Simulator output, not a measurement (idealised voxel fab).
The process module that follows is named voxel self aligned vias.
Square cell edge 5 nm, section width 290 nm, ID cut.
When this document writes out a cross-section, it uses a grid of square cells and lists it as bands, beginning at the top and moving down, with a band standing for one or more rows of cells. The entry gives the band's vertical extent as a top height and a bottom height in nm, then its horizontal make-up as materials from left to right, each with a width in nm. "empty" stands for empty space; a single material marked "all across" fills the band edge to edge. A quick word on heights: they are counted from 0, and under that level the wafer as it came to us is one material throughout. The lowest band is different from the rest in having no bottom; it simply continues downward, written as in "z 0 and below". Quick explanation for "30 to 40": the width changes in equal steps down the rows of cells, from the first number in the band's top row to the second number in its bottom row. Any step labelled "stayed the same" changed none of the cells in the cross-section. "Closed cavities" contains a list of empty spaces, each no smaller than 8 cells and without an open way to the top, written in the form width x height at distance with the distance from the left edge and all three in nm. after a step's settings: what the simulator itself notes on the step. Regarding "overlay nm": on a step with a mask, it is the distance the mask lay to the right of its planned place; a negative value places it to the left.

LIST OF PLANNED PROCESS STEPS
1. RECEIVE [material Si]
2. CONFORMAL_DEP [material SiO2] [thk nm 15]
3. CONFORMAL_DEP [material SiCN] [thk nm 5]
4. DIRECTIONAL_DEP [material SiO2] [thk nm 20]
5. MASKED_ETCH [tone open] [mask id LINES] [width nm 25] [pitch nm 70] [etch materials SiO2] [depth nm 20] [overlay nm 0]
6. CONFORMAL_DEP [material TiN] [thk nm 5]
7. FILL_DEP [material Ru] [thk nm 10]
8. CMP [height nm 40]
9. SELECTIVE_ETCH [etch materials W Ru TiN] [depth nm 10]
10. FILL_DEP [material SiN] [thk nm 5]
11. CMP [height nm 40]
12. DIRECTIONAL_DEP [material SiO2] [thk nm 20]
13. PATTERN [tone open] [mask id VIAS] [material resist] [width nm 45] [thk nm 20] [overlay nm 0]
14. DIRECTIONAL_ETCH [etch materials SiO2] [depth nm 20]
15. DIRECTIONAL_ETCH [etch materials SiN] [depth nm 10]
16. STRIP [etch materials resist]
17. CONFORMAL_DEP [material TiN] [thk nm 5]
18. FILL_DEP [material W] [thk nm 5]
19. CMP [height nm 60]
20. CONFORMAL_DEP [material SiN] [thk nm 5]
It is noted that the wafers described herein are identical at the outset and are distinguished by the thk nm of step 6; the value stated in the plan corresponds to the first wafer.

THE FIRST OF SEVERAL WAFERS, AS RECEIVED AFTER STEP 1, SEEN IN SECTION
	z 0 and below | Si all across
	Closed cavities: none

HERE'S THE FIRST OF SEVERAL WAFERS IN CROSS-SECTION, END OF THE MODULE, AFTER THE LAST STEP, STEP 20
	z 65 to 60 | SiN all across
	z 60 to 45 | SiO2 85  TiN 5  W 35  TiN 5  SiO2 160
	z 45 to 40 | SiO2 85  TiN 15  W 15  TiN 15  SiO2 160
	z 40 to 35 | SiO2 95  TiN 5  W 15  TiN 5  SiO2 45  SiN 25  SiO2 100
	z 35 to 30 | SiO2 95  TiN 25  SiO2 45  SiN 25  SiO2 100
	z 30 to 25 | SiO2 95  TiN 5  Ru 15  TiN 5  SiO2 45  TiN 5  Ru 15  TiN 5  SiO2 100
	z 25 to 20 | SiO2 95  TiN 25  SiO2 45  TiN 25  SiO2 100
	z 20 to 15 | SiCN all across
	z 15 to 0 | SiO2 all across
	z 0 and below | Si all across
	Closed cavities: none

MODULE END, FINAL WAFER: CROSS-SECTION
	z 65 to 60 | SiN all across
	z 60 to 45 | SiO2 85  TiN 5  W 35  TiN 5  SiO2 160
	z 45 to 40 | SiO2 85  TiN 15  W 15  TiN 15  SiO2 160
	z 40 to 35 | SiO2 95  TiN 5  W 15  TiN 5  SiO2 45  SiN 25  SiO2 100
	z 35 to 30 | SiO2 95  TiN 25  SiO2 45  SiN 25  SiO2 100
	z 30 to 20 | SiO2 95  TiN 25  SiO2 45  TiN 25  SiO2 100
	z 20 to 15 | SiCN all across
	z 15 to 0 | SiO2 all across
	z 0 and below | Si all across
	Closed cavities: none

WAFER ROWS, END OF MODULE: CELLS PER MATERIAL GAINED (+) OR LOST (-) SINCE RECEIPT; CLOSED VOIDS LAST
thk nm 5; +6 Ru; +58 SiCN; +68 SiN; +562 SiO2; +33 TiN; +27 W; Closed cavities: none
thk nm 10; +58 SiCN; +68 SiN; +562 SiO2; +39 TiN; +27 W; Closed cavities: none
thk nm 15; +58 SiCN; +68 SiN; +562 SiO2; +39 TiN; +27 W; Closed cavities: none
thk nm 20; +58 SiCN; +68 SiN; +562 SiO2; +39 TiN; +27 W; Closed cavities: none
